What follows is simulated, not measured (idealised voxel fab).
Process module under the name voxel released beams
Cross-section cut: width 215 nm, square cells of 5 nm.
Think of the cross-section as a grid of square cells. We describe it in bands, top to bottom, and each band covers one or more rows of those cells. What a band's entry tells you: where the top is and where the bottom is, as heights in nm, and after that what lies inside, material by material from left to right, each with its width in nm. Empty space is written as the word "blank", and a single material marked with the word "everywhere" occupies the band from edge to edge. Height datum 0, below which the as-received substrate wafer is one material. Lowest band open at the bottom, running downward: "0 nm and below". It should be noted that a width expressed as "30->40" varies in equal increments from row to row of cells within the band, taking the value of the first number at the top row and that of the second number at the bottom row. Take "remains unaltered" at face value: in the step it is given for, the cross-section changed in none of its cells. The entry titled "Closed void inventory" provides the empty spaces that have no open way to the top, restricted to those of 8 cells or more. Each is presented as width x height at distance, the distance being measured from the left edge, with all three in nm. Past the settings on a step's line: simulator remark, on that step. The line of a step may include "overlay nm". On a step with a mask, this value is how far to the right of its planned place the mask lay. A negative value means the mask lay to the left.

**Steps in the process plan**
| 1 | RECEIVE: material Si |
| 2 | CONFORMAL_DEP: material Al2O3, thk nm 5 |
| 3 | DIRECTIONAL_DEP: material SiO2, thk nm 10 |
| 4 | PATTERN: tone open, mask id ANCHOR, material resist, width nm 45, thk nm 20, overlay nm 0 |
| 5 | DIRECTIONAL_ETCH: etch materials SiO2, depth nm 10 |
| 6 | STRIP: etch materials resist |
| 7 | CONFORMAL_DEP: material W, thk nm 15 |
| 8 | MASKED_ETCH: tone cover, mask id BEAM, width nm 130, etch materials W, depth nm 15, overlay nm 0 |
| 9 | STRIP: etch materials SiO2 |

**Cross-section of the incoming wafer, state after step 1**
  0 nm and below | Si everywhere
  Closed void inventory: none

**Cross-section, first of two wafers, end of module, run as planned**
  30 nm to 20 nm | blank=40 | W=20 | blank=15 | W=95 | blank=45
  20 nm to 15 nm | blank=40 | W=130 | blank=45
  15 nm to 5 nm | blank=45 | W=45 | blank=125
  5 nm to 0 nm | Al2O3 everywhere
  0 nm and below | Si everywhere
  Closed void inventory: none

**second wafer at the end: like start, like plan, one mistake**
  25 nm to 15 nm | blank=40 | W=20 | blank=15 | W=95 | blank=45
  15 nm to 10 nm | blank=40 | W=130 | blank=45
  10 nm to 0 nm | blank=45 | W=45 | blank=125
  0 nm and below | Si everywhere
  Closed void inventory: none
The mistake made against the process plan was this: plan step 2 was not performed, having been skipped
It is noted that, at the conclusion of processing, the second wafer exhibits a higher or lower cell count for certain materials relative to the first: 43 fewer of Al2O3
